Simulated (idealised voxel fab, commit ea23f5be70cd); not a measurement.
Process module under the name voxel self aligned vias
cross-section cut | 180 nm wide | cells 5 nm
In what follows, cross-sections appear as grids of square cells, described through bands that run from the top down, where every band is one or more rows of cells. Band: top and bottom heights (nm) first, top before bottom; then materials from left to right, widths in nm. "full width" marks a sole material filling the band edge to edge. "blank" denotes empty space. Measure heights from 0. That's the level where, below it, the as-received wafer is all one material. The lowest band is bottomless and extends downward; write it as in "0..down". Think of "30->40" as a width that walks from the first number to the second as you go down the band, top row to bottom row, taking equal-sized steps from row to row. No cell of the cross-section changed in a step that is given as "no alteration". "Sealed cavities" contains a list of empty spaces, each no smaller than 8 cells and without an open way to the top, written in the form width x height at distance with the distance from the left edge and all three in nm. after a step's settings: what the simulator itself notes on the step. Each step line may optionally specify "overlay nm", which for a step with a mask gives the rightward distance between the mask's planned place and where it lay, a negative value indicating the leftward direction.
The steps planned for the process are as follows:
1. RECEIVE: material Si
2. CONFORMAL_DEP: material SiO2, thk nm 15
3. CONFORMAL_DEP: material SiCN, thk nm 5
4. DIRECTIONAL_DEP: material lowk, thk nm 25
5. DIRECTIONAL_DEP: material aC, thk nm 10
6. PATTERN: tone open, mask id LINES, material resist, width nm 20, pitch nm 55, thk nm 25, overlay nm 0
7. DIRECTIONAL_ETCH: etch materials aC, depth nm 10
8. STRIP: etch materials resist
9. DIRECTIONAL_ETCH: etch materials lowk, depth nm 25
10. STRIP: etch materials aC
11. CONFORMAL_DEP: material TiN, thk nm 5
12. FILL_DEP: material Ru, thk nm 5
13. CMP: height nm 45
14. SELECTIVE_ETCH: etch materials W Ru TiN, depth nm 5
15. FILL_DEP: material SiN, thk nm 10
16. CMP: height nm 45
17. DIRECTIONAL_DEP: material lowk, thk nm 15
18. PATTERN: tone open, mask id VIAS, material resist, width nm 40, pitch nm 55, thk nm 15, overlay nm 0
19. DIRECTIONAL_ETCH: etch materials lowk, depth nm 15
20. DIRECTIONAL_ETCH: etch materials SiN, depth nm 5
21. STRIP: etch materials resist
22. CONFORMAL_DEP: material TiN, thk nm 5
23. FILL_DEP: material W, thk nm 10
24. CMP: height nm 60
25. CONFORMAL_DEP: material SiN, thk nm 5
As-received wafer cross-section (after step 1):
* 0..down  Si full width
* Sealed cavities: none
Cross-sectional view of the first of the two wafers upon completion of the module, processed in accordance with the plan:
* 65..60  SiN full width
* 60..50  15 lowk  5 TiN  30 W  5 TiN  15 lowk  5 TiN  30 W  5 TiN  15 lowk  5 TiN  30 W  5 TiN  15 lowk
* 50..45  15 lowk  15 TiN  10 W  15 TiN  15 lowk  15 TiN  10 W  15 TiN  15 lowk  15 TiN  10 W  15 TiN  15 lowk
* 45..40  25 lowk  20 TiN  35 lowk  20 TiN  35 lowk  20 TiN  25 lowk
* 40..25  25 lowk  5 TiN  10 Ru  5 TiN  35 lowk  5 TiN  10 Ru  5 TiN  35 lowk  5 TiN  10 Ru  5 TiN  25 lowk
* 25..20  25 lowk  20 TiN  35 lowk  20 TiN  35 lowk  20 TiN  25 lowk
* 20..15  SiCN full width
* 15..0  SiO2 full width
* 0..down  Si full width
* Sealed cavities: none
Presented here is a cross-section of the second of the two wafers as it stood at the end of the module. It was started in the same manner and assigned the same plan as the first wafer; however, one mistake was made in its execution:
* 65..60  SiN full width
* 60..50  15 lowk  5 TiN  30 W  5 TiN  15 lowk  5 TiN  30 W  5 TiN  15 lowk  5 TiN  30 W  5 TiN  15 lowk
* 50..45  15 lowk  10 TiN  10 W  20 TiN  15 lowk  10 TiN  10 W  20 TiN  15 lowk  10 TiN  10 W  20 TiN  15 lowk
* 45..40  20 lowk  20 TiN  35 lowk  20 TiN  35 lowk  20 TiN  30 lowk
* 40..25  20 lowk  5 TiN  10 Ru  5 TiN  35 lowk  5 TiN  10 Ru  5 TiN  35 lowk  5 TiN  10 Ru  5 TiN  30 lowk
* 25..20  20 lowk  20 TiN  35 lowk  20 TiN  35 lowk  20 TiN  30 lowk
* 20..15  SiCN full width
* 15..0  SiO2 full width
* 0..down  Si full width
* Sealed cavities: none
Short version of what went wrong: step 6 ran as: PATTERN: tone open, mask id LINES, material resist, width nm 20, pitch nm 55, thk nm 25, overlay nm -5
Heads up: at the end the two wafers have identical cell counts per material, they're just laid out differently.
